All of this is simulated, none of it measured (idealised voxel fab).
This is a process module. Its name is voxel self aligned contacts.
FYI the section here is cut, 285 nm wide, cells are 5 nm squares.
Each cross-section below is a grid of square cells, stated as bands in top-down order, with one or more rows of cells making up each band.
What a band's entry tells you: where the top is and where the bottom is, as heights in nm, and after that what lies inside, material by material from left to right, each with its width in nm. Empty space is written as the word "blank", and a single material marked with the word "all across" occupies the band from edge to edge.
Below 0: as-received wafer, all one material; heights counted from there. Lowest band: no bottom, goes on down, written "top 0, no bottom".
So if you see something like "30..40" for the width, read it as the top row of the band sitting at the first number and the bottom row at the second, with every row in between moving by the same amount as the last.
You'll sometimes find "same as before" written for a step, and that's the way of saying that nowhere in the cross-section did a cell change during that step.
This entry, "Closed void list", enumerates those empty regions of no fewer than 8 cells that possess no open connection to the top. Each region is reported in the form width x height at distance, the distance being taken from the left edge, with all three quantities expressed in nm.
Formally, on a step line, whatever follows the settings is a remark that the simulator itself makes on the step.
Among the settings permitted on a step's line is "overlay nm"; applied to a step with a mask, it specifies the extent to which the mask lay to the right of its planned position, whereas a negative figure signifies a position to the left.

# Planned step list for the process
1) RECEIVE: material Si
2) OXIDIZE: depth nm 5
3) DIRECTIONAL_DEP: material polySi, thk nm 20
4) DIRECTIONAL_DEP: material SiN, thk nm 20
5) MASKED_ETCH: tone cover, mask id GATE, width nm 35, pitch nm 80, etch materials SiN, depth nm 20, overlay nm 0
6) MASKED_ETCH: tone cover, mask id GATE, width nm 35, pitch nm 80, etch materials polySi, depth nm 20, overlay nm 0
7) CONFORMAL_DEP: material SiN, thk nm 10
8) DIRECTIONAL_ETCH: etch materials SiN, depth nm 10
9) FILL_DEP: material SiO2, thk nm 15
10) CMP: height nm 45
11) PATTERN: tone open, mask id CONTACT, material resist, width nm 65, thk nm 20, overlay nm 0
12) DIRECTIONAL_ETCH: etch materials SiO2, depth nm 50
13) STRIP: etch materials resist
14) CONFORMAL_DEP: material TiN, thk nm 5
15) FILL_DEP: material Ru, thk nm 10
16) CMP: height nm 45
17) CONFORMAL_DEP: material SiCN, thk nm 5

# Wafer cross-section on receipt, i.e. after step 1
top 0, no bottom: Si all across
Closed void list: none

# Cross-section taken at module completion on the first of two wafers; processed per the plan
top 50, bottom 45: SiCN all across
top 45, bottom 40: 110 of SiO2  25 of TiN  15 of Ru  25 of TiN  110 of SiO2
top 40, bottom 20: 75 of SiO2  55 of SiN  5 of TiN  15 of Ru  5 of TiN  55 of SiN  75 of SiO2
top 20, bottom 0: 75 of SiO2  10 of SiN  35 of polySi  10 of SiN  5 of TiN  15 of Ru  5 of TiN  10 of SiN  35 of polySi  10 of SiN  75 of SiO2
top 0, bottom -5: 130 of SiO2  25 of TiN  130 of SiO2
top -5, no bottom: Si all across
Closed void list: none

# Same start, same plan as the first wafer - but one mistake in the run. Cross-section of the second of the two at the end of the module
top 50, bottom 45: SiCN all across
top 45, bottom 40: 75 of SiO2  55 of SiN  25 of TiN  55 of SiN  75 of SiO2
top 40, bottom 20: SiN all across
top 20, bottom 0: polySi all across
top 0, bottom -5: SiO2 all across
top -5, no bottom: Si all across
Closed void list: none
Where did the run depart from the plan? plan step 4 was conducted twice
In the final state, the cell counts of the second wafer exceed or fall short of those of the first for the following materials: 27 fewer of Ru | 130 more of SiN | 249 fewer of SiO2 | 26 fewer of TiN | 172 more of polySi
